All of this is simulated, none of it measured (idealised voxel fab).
process module | voxel transistor to metal
cross-section cut | 140 nm wide | cells 5 nm
A cross-section is a grid of square cells, given in bands from the top down. A band is one or more rows of cells.
Each band's line starts with the height of the band's top and of its bottom, in nm. Then come its materials from left to right, each with its width in nm. One material with "throughout" fills the band from edge to edge. "air" is empty space.
Height 0 is the level under which the wafer as received is all one material. The lowest band goes on downwards, as in "0 down".
A width such as "30 to 40" changes by the same amount from each row of cells to the next, from the band's top row to its bottom row.
"no change" after a step means that no cell of the cross-section changed.
closed voids: empty space of 8 cells or more with no open way to the top, each as width x height at its distance from the left edge, in nm
after a step's settings: what the simulator itself notes on the step
overlay nm, on a step with a mask: how far to the right of its planned place the mask lay; to the left if negative
plan
1 op RECEIVE | material Si
2 op CONFORMAL_DEP | material SiO2 | thk nm 5
3 op CONFORMAL_DEP | material SiN | thk nm 10
4 op PATTERN | tone cover | mask id ACTIVE | material resist | width nm 100 | thk nm 15 | overlay nm 0
5 op DIRECTIONAL_ETCH | etch materials SiN | depth nm 10
6 op DIRECTIONAL_ETCH | etch materials SiO2 | depth nm 5
7 op DIRECTIONAL_ETCH | etch materials Si | depth nm 35
8 op STRIP | etch materials resist
9 op FILL_DEP | material SiO2 | thk nm 10
10 op CMP | height nm 15
11 op SELECTIVE_ETCH | etch materials SiO2 | depth nm 5
12 op STRIP | etch materials SiN
13 op SELECTIVE_ETCH | etch materials SiO2 | depth nm 5
14 op OXIDIZE | depth nm 5
15 op DIRECTIONAL_DEP | material polySi | thk nm 20
16 op DIRECTIONAL_DEP | material SiCN | thk nm 10
17 op PATTERN | tone cover | mask id GATE | material resist | width nm 30 | thk nm 20 | overlay nm 0
18 op DIRECTIONAL_ETCH | etch materials SiCN | depth nm 20
19 op DIRECTIONAL_ETCH | etch materials polySi | depth nm 30
20 op STRIP | etch materials resist
21 op CONFORMAL_DEP | material SiO2 | thk nm 5
22 op DIRECTIONAL_ETCH | etch materials SiO2 | depth nm 5
23 op CONFORMAL_DEP | material SiN | thk nm 10
24 op DIRECTIONAL_ETCH | etch materials SiN | depth nm 10
25 op DIRECTIONAL_ETCH | etch materials SiO2 | depth nm 5
26 op DIRECTIONAL_ETCH | etch materials Si | depth nm 15
27 op EPI | material nSi | thk nm 15
28 op FILL_DEP | material SiO2 | thk nm 10
29 op CMP | height nm 20
30 op STRIP | etch materials polySi
31 op SELECTIVE_ETCH | etch materials SiO2 | depth nm 5
32 op CONFORMAL_DEP | material HfO2 | thk nm 5
33 op CONFORMAL_DEP | material TiN | thk nm 5
34 op FILL_DEP | material W | thk nm 10
35 op CMP | height nm 15
36 op DIRECTIONAL_DEP | material SiO2 | thk nm 10
37 op MASKED_ETCH | tone open | mask id CONTACT | width nm 15 | pitch nm 75 | etch materials SiO2 | depth nm 15 | overlay nm 0
38 op CONFORMAL_DEP | material TiN | thk nm 5
39 op FILL_DEP | material Ru | thk nm 10
40 op CMP | height nm 25
41 op DIRECTIONAL_DEP | material TiN | thk nm 5
42 op DIRECTIONAL_DEP | material Ru | thk nm 25
43 op MASKED_ETCH | tone cover | mask id METAL_1 | width nm 15 | pitch nm 75 | etch materials Ru | depth nm 25 | overlay nm 0
44 op MASKED_ETCH | tone cover | mask id METAL_1 | width nm 15 | pitch nm 75 | etch materials TiN | depth nm 5 | overlay nm 0
45 op FILL_DEP | material lowk | thk nm 5
46 op CMP | height nm 55
47 op CONFORMAL_DEP | material SiCN | thk nm 5
48 op DIRECTIONAL_DEP | material SiO2 | thk nm 30
49 op DIRECTIONAL_DEP | material aC | thk nm 15
50 op PATTERN | tone open | mask id METAL_2 | material resist | width nm 15 | pitch nm 75 | thk nm 35 | overlay nm 0
51 op DIRECTIONAL_ETCH | etch materials aC | depth nm 15
52 op STRIP | etch materials resist
53 op DIRECTIONAL_ETCH | etch materials SiO2 | depth nm 15
54 op STRIP | etch materials aC
55 op PATTERN | tone open | mask id METAL_2_HOLES | material resist | width nm 15 | pitch nm 75 | thk nm 20 | overlay nm 0
56 op DIRECTIONAL_ETCH | etch materials SiO2 | depth nm 15
57 op DIRECTIONAL_ETCH | etch materials SiCN | depth nm 5
58 op STRIP | etch materials resist
59 op CONFORMAL_DEP | material TiN | thk nm 5
60 op FILL_DEP | material Cu | thk nm 5
61 op CMP | height nm 90
62 op CONFORMAL_DEP | material SiN | thk nm 5
as received, after step 1
  0 down: Si throughout
  closed voids: none
first wafer at the end, as planned
  95 to 90: SiN throughout
  90 to 60: SiO2 25 | TiN 5 | Cu 5 | TiN 5 | SiO2 60 | TiN 5 | Cu 5 | TiN 5 | SiO2 25
  60 to 55: SiCN 25 | TiN 15 | SiCN 60 | TiN 15 | SiCN 25
  55 to 30: lowk 25 | Ru 15 | lowk 60 | Ru 15 | lowk 25
  30 to 25: lowk 25 | TiN 15 | lowk 60 | TiN 15 | lowk 25
  25 to 15: SiO2 25 | TiN 5 | Ru 5 | TiN 5 | SiO2 60 | TiN 5 | Ru 5 | TiN 5 | SiO2 25
  15 to 10: SiO2 25 | TiN 15 | SiN 10 | HfO2 5 | TiN 5 | W 20 | TiN 5 | HfO2 5 | SiN 10 | TiN 15 | SiO2 25
  10 to 5: SiO2 25 | nSi 15 | SiN 10 | HfO2 5 | TiN 5 | W 20 | TiN 5 | HfO2 5 | SiN 10 | nSi 15 | SiO2 25
  5 to 0: SiO2 20 | SiN 10 | nSi 10 | SiN 10 | HfO2 5 | TiN 30 | HfO2 5 | SiN 10 | nSi 10 | SiN 10 | SiO2 20
  0 to -5: SiO2 30 | nSi 10 | SiO2 10 | HfO2 40 | SiO2 10 | nSi 10 | SiO2 30
  -5 to -20: SiO2 20 | Si 10 | nSi 10 | Si 60 | nSi 10 | Si 10 | SiO2 20
  -20 to -35: SiO2 20 | Si 100 | SiO2 20
  -35 down: Si throughout
  closed voids: none
second wafer at the end: like start, like plan, one mistake
  95 to 90: SiN throughout
  90 to 60: SiO2 25 | TiN 5 | Cu 5 | TiN 5 | SiO2 60 | TiN 5 | Cu 5 | TiN 5 | SiO2 25
  60 to 55: SiCN 25 | TiN 15 | SiCN 60 | TiN 15 | SiCN 25
  55 to 30: lowk 25 | Ru 15 | lowk 60 | Ru 15 | lowk 25
  30 to 25: lowk 20 | TiN 25 | lowk 50 | TiN 25 | lowk 20
  25 to 15: SiO2 25 | TiN 5 | Ru 5 | TiN 5 | SiO2 60 | TiN 5 | Ru 5 | TiN 5 | SiO2 25
  15 to 10: SiO2 25 | TiN 15 | SiN 10 | HfO2 5 | TiN 5 | W 20 | TiN 5 | HfO2 5 | SiN 10 | TiN 15 | SiO2 25
  10 to 5: SiO2 25 | nSi 15 | SiN 10 | HfO2 5 | TiN 5 | W 20 | TiN 5 | HfO2 5 | SiN 10 | nSi 15 | SiO2 25
  5 to 0: SiO2 20 | SiN 10 | nSi 10 | SiN 10 | HfO2 5 | TiN 30 | HfO2 5 | SiN 10 | nSi 10 | SiN 10 | SiO2 20
  0 to -5: SiO2 30 | nSi 10 | SiO2 10 | HfO2 40 | SiO2 10 | nSi 10 | SiO2 30
  -5 to -20: SiO2 20 | Si 10 | nSi 10 | Si 60 | nSi 10 | Si 10 | SiO2 20
  -20 to -35: SiO2 20 | Si 100 | SiO2 20
  -35 down: Si throughout
  closed voids: none
what went wrong: step 44 ran as: op MASKED_ETCH | tone cover | mask id METAL_1 | width nm 25 | pitch nm 75 | etch materials TiN | depth nm 5 | overlay nm 0
at the end the second wafer has, in cells: 4 more of TiN | 4 fewer of lowk
